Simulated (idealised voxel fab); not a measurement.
This is a process module. Its name is voxel gate over fins.
Displayed cross-section: cut, width of 280 nm, square cells sized 5 nm.
A cross-section is written here as square cells arranged in a grid, and it is given in bands from the top down, each band taking up one or more rows of cells. Heights first: top, then bottom, in nm. Then materials, left to right, each with a width in nm. "all across" on a single material: fills the band edge to edge. "empty": empty space. We count height from 0. Below that, the starting wafer is all one material. The lowest band never ends at the bottom but goes on down; see "0 and below" for how that is written. Top row gets the first number, bottom row gets the second, and each row in between changes by the same step: that is how a band width like "30 to 40" works. "nothing got changed" for a step: no cell of the cross-section changed in that step. What "Listed closed voids" gives you is every empty space of 8 cells or more that is cut off from the top. Each appears as width x height at distance, with the distance taken from the left edge and width, height and distance all in nm. On a step's line, text after the settings is the simulator commenting on that step. On any step carrying a mask, the "overlay nm" setting, if present on the step's line, tells how far right of its planned place the mask lay; negative values point to the left.
The steps planned for the process are as follows:
- 1: op RECEIVE | material Si
- 2: op CONFORMAL_DEP | material SiN | thk nm 5
- 3: op PATTERN | tone cover | mask id FINS | material resist | width nm 15 | pitch nm 35 | thk nm 15 | overlay nm 0
- 4: op DIRECTIONAL_ETCH | etch materials SiN | depth nm 5
- 5: op DIRECTIONAL_ETCH | etch materials Si | depth nm 40
- 6: op STRIP | etch materials resist
- 7: op OXIDIZE | depth nm 5
- 8: op FILL_DEP | material SiO2 | thk nm 15
- 9: op CMP | height nm 5
- 10: op SELECTIVE_ETCH | etch materials SiO2 | depth nm 15
- 11: op STRIP | etch materials SiN
- 12: op CONFORMAL_DEP | material HfO2 | thk nm 5
- 13: op CONFORMAL_DEP | material TiN | thk nm 5
- 14: op CONFORMAL_DEP | material TiAl | thk nm 5
- 15: op CONFORMAL_DEP | material TiN | thk nm 5
- 16: op FILL_DEP | material W | thk nm 10
- 17: op CMP | height nm 25
- 18: op CONFORMAL_DEP | material SiN | thk nm 10
The first of a set of two wafers, run to plan:
Shown in cross-section is the wafer as received, that is, as it stands after step 1:
	0 and below | Si all across
	Listed closed voids: none
The wafer in cross-section once step 2 is complete:
	5 down to 0 | SiN all across
	At heights below 0, the structure remains unaltered.
The wafer in cross-section once step 3 is complete:
	20 down to 5 | 95 of empty, then 15 of resist, then 20 of empty, then 15 of resist, then 20 of empty, then 15 of resist, then 100 of empty
	At heights below 5, the structure remains unaltered.
The wafer in cross-section once step 4 is complete:
	20 down to 5 | 95 of empty, then 15 of resist, then 20 of empty, then 15 of resist, then 20 of empty, then 15 of resist, then 100 of empty
	5 down to 0 | 95 of empty, then 15 of SiN, then 20 of empty, then 15 of SiN, then 20 of empty, then 15 of SiN, then 100 of empty
	At heights below 0, the structure remains unaltered.
The wafer in cross-section once step 5 is complete:
	20 down to 5 | 95 of empty, then 15 of resist, then 20 of empty, then 15 of resist, then 20 of empty, then 15 of resist, then 100 of empty
	5 down to 0 | 95 of empty, then 15 of SiN, then 20 of empty, then 15 of SiN, then 20 of empty, then 15 of SiN, then 100 of empty
	0 down to -40 | 95 of empty, then 15 of Si, then 20 of empty, then 15 of Si, then 20 of empty, then 15 of Si, then 100 of empty
	At heights below -40, the structure remains unaltered.
The wafer in cross-section once step 6 is complete:
	5 down to 0 | 95 of empty, then 15 of SiN, then 20 of empty, then 15 of SiN, then 20 of empty, then 15 of SiN, then 100 of empty
	At heights below 0, the structure remains unaltered.
The wafer in cross-section once step 7 is complete:
	5 down to 0 | 95 of empty, then 15 of SiN, then 20 of empty, then 15 of SiN, then 20 of empty, then 15 of SiN, then 100 of empty
	0 down to -40 | 95 of empty, then 5 of SiO2, then 5 of Si, then 5 of SiO2, then 20 of empty, then 5 of SiO2, then 5 of Si, then 5 of SiO2, then 20 of empty, then 5 of SiO2, then 5 of Si, then 5 of SiO2, then 100 of empty
	-40 down to -45 | 100 of SiO2, then 5 of Si, then 30 of SiO2, then 5 of Si, then 30 of SiO2, then 5 of Si, then 105 of SiO2
	At heights below -45, the structure remains unaltered.
The wafer in cross-section once step 8 is complete:
	20 down to 5 | SiO2 all across
	5 down to 0 | 95 of SiO2, then 15 of SiN, then 20 of SiO2, then 15 of SiN, then 20 of SiO2, then 15 of SiN, then 100 of SiO2
	0 down to -45 | 100 of SiO2, then 5 of Si, then 30 of SiO2, then 5 of Si, then 30 of SiO2, then 5 of Si, then 105 of SiO2
	At heights below -45, the structure remains unaltered.
The wafer in cross-section once step 9 is complete:
	5 down to 0 | 95 of SiO2, then 15 of SiN, then 20 of SiO2, then 15 of SiN, then 20 of SiO2, then 15 of SiN, then 100 of SiO2
	At heights below 0, the structure remains unaltered.
The wafer in cross-section once step 10 is complete:
	5 down to 0 | 95 of empty, then 15 of SiN, then 20 of empty, then 15 of SiN, then 20 of empty, then 15 of SiN, then 100 of empty
	0 down to -10 | 100 of empty, then 5 of Si, then 30 of empty, then 5 of Si, then 30 of empty, then 5 of Si, then 105 of empty
	At heights below -10, the structure remains unaltered.
The wafer in cross-section once step 11 is complete:
	0 down to -10 | 100 of empty, then 5 of Si, then 30 of empty, then 5 of Si, then 30 of empty, then 5 of Si, then 105 of empty
	At heights below -10, the structure remains unaltered.
The wafer in cross-section once step 12 is complete:
	5 down to 0 | 95 of empty, then 15 of HfO2, then 20 of empty, then 15 of HfO2, then 20 of empty, then 15 of HfO2, then 100 of empty
	0 down to -5 | 95 of empty, then 5 of HfO2, then 5 of Si, then 5 of HfO2, then 20 of empty, then 5 of HfO2, then 5 of Si, then 5 of HfO2, then 20 of empty, then 5 of HfO2, then 5 of Si, then 5 of HfO2, then 100 of empty
	-5 down to -10 | 100 of HfO2, then 5 of Si, then 30 of HfO2, then 5 of Si, then 30 of HfO2, then 5 of Si, then 105 of HfO2
	At heights below -10, the structure remains unaltered.
The wafer in cross-section once step 13 is complete:
	10 down to 5 | 90 of empty, then 25 of TiN, then 10 of empty, then 25 of TiN, then 10 of empty, then 25 of TiN, then 95 of empty
	5 down to 0 | 90 of empty, then 5 of TiN, then 15 of HfO2, then 5 of TiN, then 10 of empty, then 5 of TiN, then 15 of HfO2, then 5 of TiN, then 10 of empty, then 5 of TiN, then 15 of HfO2, then 5 of TiN, then 95 of empty
	0 down to -5 | 95 of TiN, then 5 of HfO2, then 5 of Si, then 5 of HfO2, then 20 of TiN, then 5 of HfO2, then 5 of Si, then 5 of HfO2, then 20 of TiN, then 5 of HfO2, then 5 of Si, then 5 of HfO2, then 100 of TiN
	At heights below -5, the structure remains unaltered.
The wafer in cross-section once step 14 is complete:
	15 down to 10 | 85 of empty, then 105 of TiAl, then 90 of empty
	10 down to 5 | 85 of empty, then 5 of TiAl, then 25 of TiN, then 10 of TiAl, then 25 of TiN, then 10 of TiAl, then 25 of TiN, then 5 of TiAl, then 90 of empty
	5 down to 0 | 90 of TiAl, then 5 of TiN, then 15 of HfO2, then 5 of TiN, then 10 of TiAl, then 5 of TiN, then 15 of HfO2, then 5 of TiN, then 10 of TiAl, then 5 of TiN, then 15 of HfO2, then 5 of TiN, then 95 of TiAl
	At heights below 0, the structure remains unaltered.
The wafer in cross-section once step 15 is complete:
	20 down to 15 | 80 of empty, then 115 of TiN, then 85 of empty
	15 down to 10 | 80 of empty, then 5 of TiN, then 105 of TiAl, then 5 of TiN, then 85 of empty
	10 down to 5 | 85 of TiN, then 5 of TiAl, then 25 of TiN, then 10 of TiAl, then 25 of TiN, then 10 of TiAl, then 25 of TiN, then 5 of TiAl, then 90 of TiN
	At heights below 5, the structure remains unaltered.
The wafer in cross-section once step 16 is complete:
	30 down to 20 | W all across
	20 down to 15 | 80 of W, then 115 of TiN, then 85 of W
	15 down to 10 | 80 of W, then 5 of TiN, then 105 of TiAl, then 5 of TiN, then 85 of W
	At heights below 10, the structure remains unaltered.
The wafer in cross-section once step 17 is complete:
	25 down to 20 | W all across
	At heights below 20, the structure remains unaltered.
The wafer in cross-section once step 18 is complete:
	35 down to 25 | SiN all across
	At heights below 25, the structure remains unaltered.
Second Wafer (Identical Start and Plan, One Processing Error; Matches First Wafer Through Step 12):
Second wafer shown in cross-section at the time step 13 was slated to end:
	10 down to 5 | 90 of empty, then 25 of TiAl, then 10 of empty, then 25 of TiAl, then 10 of empty, then 25 of TiAl, then 95 of empty
	5 down to 0 | 90 of empty, then 5 of TiAl, then 15 of HfO2, then 5 of TiAl, then 10 of empty, then 5 of TiAl, then 15 of HfO2, then 5 of TiAl, then 10 of empty, then 5 of TiAl, then 15 of HfO2, then 5 of TiAl, then 95 of empty
	0 down to -5 | 95 of TiAl, then 5 of HfO2, then 5 of Si, then 5 of HfO2, then 20 of TiAl, then 5 of HfO2, then 5 of Si, then 5 of HfO2, then 20 of TiAl, then 5 of HfO2, then 5 of Si, then 5 of HfO2, then 100 of TiAl
	At heights below -5, the structure remains unaltered.
Second wafer shown in cross-section at the time step 14 was slated to end:
	15 down to 5 | 85 of empty, then 105 of TiAl, then 90 of empty
	5 down to 0 | 95 of TiAl, then 15 of HfO2, then 20 of TiAl, then 15 of HfO2, then 20 of TiAl, then 15 of HfO2, then 100 of TiAl
	At heights below 0, the structure remains unaltered.
Second wafer shown in cross-section at the time step 15 was slated to end:
	20 down to 15 | 80 of empty, then 115 of TiN, then 85 of empty
	15 down to 10 | 80 of empty, then 5 of TiN, then 105 of TiAl, then 5 of TiN, then 85 of empty
	10 down to 5 | 85 of TiN, then 105 of TiAl, then 90 of TiN
	At heights below 5, the structure remains unaltered.
Second wafer shown in cross-section at the time step 16 was slated to end:
	30 down to 20 | W all across
	20 down to 15 | 80 of W, then 115 of TiN, then 85 of W
	15 down to 10 | 80 of W, then 5 of TiN, then 105 of TiAl, then 5 of TiN, then 85 of W
	At heights below 10, the structure remains unaltered.
Second wafer shown in cross-section at the time step 17 was slated to end:
	25 down to 20 | W all across
	At heights below 20, the structure remains unaltered.
Second wafer shown in cross-section at the time step 18 was slated to end:
	35 down to 25 | SiN all across
	At heights below 25, the structure remains unaltered.
Which mistake was made when the wafer was run? step 13 ran as: op CONFORMAL_DEP | material TiAl | thk nm 5
at the end the second wafer has, in cells: 68 more of TiAl, 68 fewer of TiN
